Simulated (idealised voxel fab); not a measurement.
Process module, titled voxel lift off
Section shown: cut. Width: 270 nm. Cell size: 5 nm, square.
A cross-section is a grid of square cells, given in bands from the top down. A band is one or more rows of cells.
Band: top height; bottom height; in nm. Then, left to right: material with width in nm, for each material. "all across": a single material spanning edge to edge. "empty": empty space.
Beneath 0, the wafer as received is one material, and that level is where height counting begins. The lowest band goes on downward without a bottom; it is written like "0 -> down".
Per-row width for "30->40": begins at first number (top row of band), ends at second number (bottom row), increment between rows held constant.
Where a step carries "no change occurred", the cross-section came out of it unchanged, cell for cell.
"Voids lacking openings" enumerates empty spaces isolated from the top, with no open way to it, that contain at least 8 cells, giving each as width x height at distance from the left edge, all three in nm.
Post-settings text on a step line: simulator's own remark regarding the step.
overlay nm: step with mask; distance mask lay right of planned place; negative value = left of planned place.

## Below is the list of planned process steps
1) RECEIVE | material Si
2) CONFORMAL_DEP | material SiN | thk nm 5
3) PATTERN | tone open | mask id LINES | material resist | width nm 15 | pitch nm 45 | thk nm 20 | overlay nm 0
4) DIRECTIONAL_DEP | material Ru | thk nm 10
5) STRIP | etch materials resist
6) CONFORMAL_DEP | material SiCN | thk nm 10

## Cross-section: wafer on arrival = after step 1
    0 -> down | Si all across
    Voids lacking openings: none

## Starting wafer: above. Plan: above. Run: one mistake. Cross-section after the module: below
    25 -> 15 | empty: 50, SiCN: 40, empty: 5, SiCN: 40, empty: 5, SiCN: 40, empty: 5, SiCN: 40, empty: 45
    15 -> 5 | SiCN: 60, Ru: 20, SiCN: 25, Ru: 20, SiCN: 25, Ru: 20, SiCN: 25, Ru: 20, SiCN: 55
    5 -> 0 | SiN all across
    0 -> down | Si all across
    Voids lacking openings: none
So what did we get wrong on this run? step 3 went in with a setting other than planned; the actual run was PATTERN | tone open | mask id LINES | material resist | width nm 20 | pitch nm 45 | thk nm 20 | overlay nm 0
